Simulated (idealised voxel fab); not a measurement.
Documented hereafter: the process module known as voxel transistor to metal.
Square cell edge 5 nm, section width 210 nm, ID cut.
The cross-sections in this document take the form of a grid made of square cells. They are written out as bands, in order from top to bottom. Each band consists of one or more rows of cells.
Within each band entry, the heights of the top and of the bottom of the band appear first, in that order and in nm; the materials of the band then follow from left to right, each with its corresponding width in nm. The designation "everywhere" on a single material indicates that it fills the band from edge to edge; the designation "empty" indicates empty space.
We count height from 0. Below that, the starting wafer is all one material. The lowest band never ends at the bottom but goes on down; see "from 0 down" for how that is written.
So if you see something like "30..40" for the width, read it as the top row of the band sitting at the first number and the bottom row at the second, with every row in between moving by the same amount as the last.
A step reported as "nothing different" is a step in which no cell of the cross-section changed.
Enclosed voids (no open way to top), threshold 8 cells or more, entry "Trapped voids", notation width x height at distance, distance from left edge, nm.
Step line, after settings: the simulator's comment on this step.
Among the settings permitted on a step's line is "overlay nm"; applied to a step with a mask, it specifies the extent to which the mask lay to the right of its planned position, whereas a negative figure signifies a position to the left.

Set out below are the planned steps of the process
- 1: RECEIVE [material Si]
- 2: OXIDIZE [depth nm 5]
- 3: CONFORMAL_DEP [material SiN] [thk nm 15]
- 4: PATTERN [tone cover] [mask id ACTIVE] [material resist] [width nm 115] [thk nm 15] [overlay nm 0]
- 5: DIRECTIONAL_ETCH [etch materials SiN] [depth nm 15]
- 6: DIRECTIONAL_ETCH [etch materials SiO2] [depth nm 5]
- 7: DIRECTIONAL_ETCH [etch materials Si] [depth nm 30]
- 8: STRIP [etch materials resist]
- 9: OXIDIZE [depth nm 5]
- 10: FILL_DEP [material SiO2] [thk nm 10]
- 11: CMP [height nm 15]
- 12: SELECTIVE_ETCH [etch materials SiO2] [depth nm 10]
- 13: STRIP [etch materials SiN]
- 14: SELECTIVE_ETCH [etch materials SiO2] [depth nm 5]
- 15: OXIDIZE [depth nm 5]
- 16: DIRECTIONAL_DEP [material polySi] [thk nm 20]
- 17: DIRECTIONAL_DEP [material SiCN] [thk nm 15]
- 18: DIRECTIONAL_DEP [material aC] [thk nm 10]
- 19: PATTERN [tone cover] [mask id GATE] [material resist] [width nm 25] [thk nm 25] [overlay nm 0]
- 20: DIRECTIONAL_ETCH [etch materials aC] [depth nm 10]
- 21: STRIP [etch materials resist]
- 22: DIRECTIONAL_ETCH [etch materials SiCN] [depth nm 25]
- 23: DIRECTIONAL_ETCH [etch materials polySi] [depth nm 30]
- 24: STRIP [etch materials aC]
- 25: CONFORMAL_DEP [material SiO2] [thk nm 5]
- 26: DIRECTIONAL_ETCH [etch materials SiO2] [depth nm 5]
- 27: CONFORMAL_DEP [material SiN] [thk nm 5]
- 28: DIRECTIONAL_ETCH [etch materials SiN] [depth nm 5]
- 29: DIRECTIONAL_ETCH [etch materials SiO2] [depth nm 5]
- 30: DIRECTIONAL_ETCH [etch materials Si] [depth nm 5]
- 31: EPI [material SiGe] [thk nm 10]
- 32: FILL_DEP [material SiO2] [thk nm 5]
- 33: CMP [height nm 30]
- 34: DIRECTIONAL_DEP [material SiO2] [thk nm 10]
- 35: DIRECTIONAL_DEP [material aC] [thk nm 10]
- 36: PATTERN [tone open] [mask id CONTACT] [material resist] [width nm 35] [pitch nm 70] [thk nm 30] [overlay nm 0]
- 37: DIRECTIONAL_ETCH [etch materials aC] [depth nm 10]
- 38: STRIP [etch materials resist]
- 39: DIRECTIONAL_ETCH [etch materials SiO2] [depth nm 45]
- 40: STRIP [etch materials aC]
- 41: CONFORMAL_DEP [material TiN] [thk nm 5]
- 42: FILL_DEP [material Ru] [thk nm 5]
- 43: CMP [height nm 40]
- 44: DIRECTIONAL_DEP [material TiN] [thk nm 5]
- 45: DIRECTIONAL_DEP [material W] [thk nm 15]
- 46: MASKED_ETCH [tone cover] [mask id METAL_1] [width nm 20] [pitch nm 85] [etch materials W] [depth nm 15] [overlay nm 0]
- 47: MASKED_ETCH [tone cover] [mask id METAL_1] [width nm 20] [pitch nm 85] [etch materials TiN] [depth nm 5] [overlay nm 0]
- 48: CONFORMAL_DEP [material SiN] [thk nm 5]
- 49: FILL_DEP [material SiO2] [thk nm 10]
- 50: CMP [height nm 60]
- 51: CONFORMAL_DEP [material SiCN] [thk nm 5]
- 52: DIRECTIONAL_DEP [material SiO2] [thk nm 25]
- 53: PATTERN [tone open] [mask id METAL_2] [material resist] [width nm 20] [pitch nm 85] [thk nm 20] [overlay nm 0]
- 54: DIRECTIONAL_ETCH [etch materials SiO2] [depth nm 15]
- 55: STRIP [etch materials resist]
- 56: PATTERN [tone open] [mask id METAL_2_HOLES] [material resist] [width nm 15] [pitch nm 85] [thk nm 20] [overlay nm 0]
- 57: DIRECTIONAL_ETCH [etch materials SiO2] [depth nm 10]
- 58: DIRECTIONAL_ETCH [etch materials SiCN] [depth nm 5]
- 59: STRIP [etch materials resist]
- 60: CONFORMAL_DEP [material TiN] [thk nm 5]
- 61: FILL_DEP [material Cu] [thk nm 5]
- 62: CMP [height nm 90]
- 63: CONFORMAL_DEP [material SiN] [thk nm 5]

Cross-section of the wafer at receipt, which is the condition after step 1
  from 0 down  Si everywhere
  Trapped voids: none

Here's the wafer cut in cross-section after the module, started and planned just like above, except one thing was done wrong in the run
  from 95 to 90  SiN everywhere
  from 90 to 80  50 of SiO2  5 of TiN  10 of Cu  5 of TiN  65 of SiO2  5 of TiN  10 of Cu  5 of TiN  55 of SiO2
  from 80 to 75  50 of SiO2  5 of TiN  5 of Cu  10 of TiN  65 of SiO2  5 of TiN  5 of Cu  10 of TiN  55 of SiO2
  from 75 to 65  50 of SiO2  5 of TiN  5 of Cu  5 of TiN  70 of SiO2  5 of TiN  5 of Cu  5 of TiN  60 of SiO2
  from 65 to 60  50 of SiCN  15 of TiN  70 of SiCN  15 of TiN  60 of SiCN
  from 60 to 55  45 of SiO2  5 of SiN  20 of W  5 of SiN  55 of SiO2  5 of SiN  20 of W  5 of SiN  50 of SiO2
  from 55 to 50  50 of SiN  20 of TiN  65 of SiN  20 of TiN  55 of SiN
  from 50 to 40  TiN everywhere
  from 40 to 30  50 of SiO2  5 of TiN  25..20 of Ru  5..10 of TiN  35 of SiO2  5..10 of TiN  25..20 of Ru  5 of TiN  55 of SiO2
  from 30 to 15  50 of SiO2  5 of TiN  20 of Ru  5 of TiN  5 of SiN  5 of SiO2  25 of SiCN  5 of SiO2  5 of SiN  5 of TiN  20 of Ru  5 of TiN  55 of SiO2
  from 15 to 5  50 of SiO2  5 of TiN  20 of Ru  5 of TiN  5 of SiN  5 of SiO2  25 of polySi  5 of SiO2  5 of SiN  5 of TiN  20 of Ru  5 of TiN  55 of SiO2
  from 5 to 0  50 of SiO2  5 of TiN  10 of Ru  15 of TiN  5 of SiN  5 of SiO2  25 of polySi  5 of SiO2  5 of SiN  15 of TiN  10 of Ru  5 of TiN  55 of SiO2
  from 0 to -5  45 of SiO2  5 of SiN  20 of TiN  10 of SiGe  5 of SiN  5 of SiO2  25 of polySi  5 of SiO2  5 of SiN  10 of SiGe  20 of TiN  5 of SiN  50 of SiO2
  from -5 to -10  50 of SiO2  30 of SiGe  45 of SiO2  30 of SiGe  55 of SiO2
  from -10 to -15  50 of SiO2  30 of SiGe  45 of Si  30 of SiGe  55 of SiO2
  from -15 to -40  50 of SiO2  105 of Si  55 of SiO2
  from -40 down  Si everywhere
  Trapped voids: none
Plan not followed: so step 44 ended up running with a different setting than we planned, it ran as DIRECTIONAL_DEP [material TiN] [thk nm 15]
